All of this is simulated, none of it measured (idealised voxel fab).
process module | voxel spacer lines
cross-section cut | 280 nm wide | cells 5 nm
A cross-section is a grid of square cells, given in bands from the top down. A band is one or more rows of cells.
Each band's line starts with the height of the band's top and of its bottom, in nm. Then come its materials from left to right, each with its width in nm. One material with "throughout" fills the band from edge to edge. "air" is empty space.
Height 0 is the level under which the wafer as received is all one material. The lowest band goes on downwards, as in "0 down".
A width such as "30 to 40" changes by the same amount from each row of cells to the next, from the band's top row to its bottom row.
"no change" after a step means that no cell of the cross-section changed.
closed voids: empty space of 8 cells or more with no open way to the top, each as width x height at its distance from the left edge, in nm
after a step's settings: what the simulator itself notes on the step
overlay nm, on a step with a mask: how far to the right of its planned place the mask lay; to the left if negative
plan
1 op RECEIVE | material Si
2 op CONFORMAL_DEP | material Al2O3 | thk nm 10
3 op DIRECTIONAL_DEP | material polySi | thk nm 10
4 op DIRECTIONAL_DEP | material aC | thk nm 30
5 op PATTERN | tone cover | mask id MANDREL | material resist | width nm 15 | pitch nm 60 | thk nm 40 | overlay nm 0
6 op DIRECTIONAL_ETCH | etch materials aC | depth nm 30
7 op STRIP | etch materials resist
8 op CONFORMAL_DEP | material SiN | thk nm 15
9 op DIRECTIONAL_ETCH | etch materials SiN | depth nm 15
10 op STRIP | etch materials aC
11 op DIRECTIONAL_ETCH | etch materials polySi | depth nm 10
12 op STRIP | etch materials SiN
first wafer, as planned
as received, after step 1
  0 down: Si throughout
  closed voids: none
after step 2
  10 to 0: Al2O3 throughout
  below 0: unchanged
after step 3
  20 to 10: polySi throughout
  below 10: unchanged
after step 4
  50 to 20: aC throughout
  below 20: unchanged
after step 5
  90 to 50: air 100 | resist 15 | air 45 | resist 15 | air 105
  below 50: unchanged
after step 6
  60 to 50: air 100 | resist 15 | air 45 | resist 15 | air 105
  50 to 20: air 100 | aC 15 | air 45 | aC 15 | air 105
  below 20: unchanged
after step 7
  50 to 20: air 100 | aC 15 | air 45 | aC 15 | air 105
  below 20: unchanged
after step 8
  65 to 50: air 85 | SiN 45 | air 15 | SiN 45 | air 90
  50 to 35: air 85 | SiN 15 | aC 15 | SiN 15 | air 15 | SiN 15 | aC 15 | SiN 15 | air 90
  35 to 20: SiN 100 | aC 15 | SiN 45 | aC 15 | SiN 105
  below 20: unchanged
after step 9
  50 to 20: air 85 | SiN 15 | aC 15 | SiN 15 | air 15 | SiN 15 | aC 15 | SiN 15 | air 90
  below 20: unchanged
after step 10
  50 to 20: air 85 | SiN 15 | air 15 | SiN 15 | air 15 | SiN 15 | air 15 | SiN 15 | air 90
  below 20: unchanged
after step 11
  50 to 20: air 85 | SiN 15 | air 15 | SiN 15 | air 15 | SiN 15 | air 15 | SiN 15 | air 90
  20 to 10: air 85 | polySi 15 | air 15 | polySi 15 | air 15 | polySi 15 | air 15 | polySi 15 | air 90
  below 10: unchanged
after step 12
  20 to 10: air 85 | polySi 15 | air 15 | polySi 15 | air 15 | polySi 15 | air 15 | polySi 15 | air 90
  below 10: unchanged
second wafer: like start, like plan, one mistake. Through step 1 it matches the first wafer
when step 2 should have ended: no change
when step 3 should have ended
  10 to 0: polySi throughout
  below 0: unchanged
when step 4 should have ended
  40 to 10: aC throughout
  below 10: unchanged
when step 5 should have ended
  80 to 40: air 100 | resist 15 | air 45 | resist 15 | air 105
  below 40: unchanged
when step 6 should have ended
  50 to 40: air 100 | resist 15 | air 45 | resist 15 | air 105
  40 to 10: air 100 | aC 15 | air 45 | aC 15 | air 105
  below 10: unchanged
when step 7 should have ended
  40 to 10: air 100 | aC 15 | air 45 | aC 15 | air 105
  below 10: unchanged
when step 8 should have ended
  55 to 40: air 85 | SiN 45 | air 15 | SiN 45 | air 90
  40 to 25: air 85 | SiN 15 | aC 15 | SiN 15 | air 15 | SiN 15 | aC 15 | SiN 15 | air 90
  25 to 10: SiN 100 | aC 15 | SiN 45 | aC 15 | SiN 105
  below 10: unchanged
when step 9 should have ended
  40 to 10: air 85 | SiN 15 | aC 15 | SiN 15 | air 15 | SiN 15 | aC 15 | SiN 15 | air 90
  below 10: unchanged
when step 10 should have ended
  40 to 10: air 85 | SiN 15 | air 15 | SiN 15 | air 15 | SiN 15 | air 15 | SiN 15 | air 90
  below 10: unchanged
when step 11 should have ended
  40 to 10: air 85 | SiN 15 | air 15 | SiN 15 | air 15 | SiN 15 | air 15 | SiN 15 | air 90
  10 to 0: air 85 | polySi 15 | air 15 | polySi 15 | air 15 | polySi 15 | air 15 | polySi 15 | air 90
  below 0: unchanged
when step 12 should have ended
  10 to 0: air 85 | polySi 15 | air 15 | polySi 15 | air 15 | polySi 15 | air 15 | polySi 15 | air 90
  below 0: unchanged
what went wrong: step 2 was left out
at the end the second wafer has, in cells: 112 fewer of Al2O3
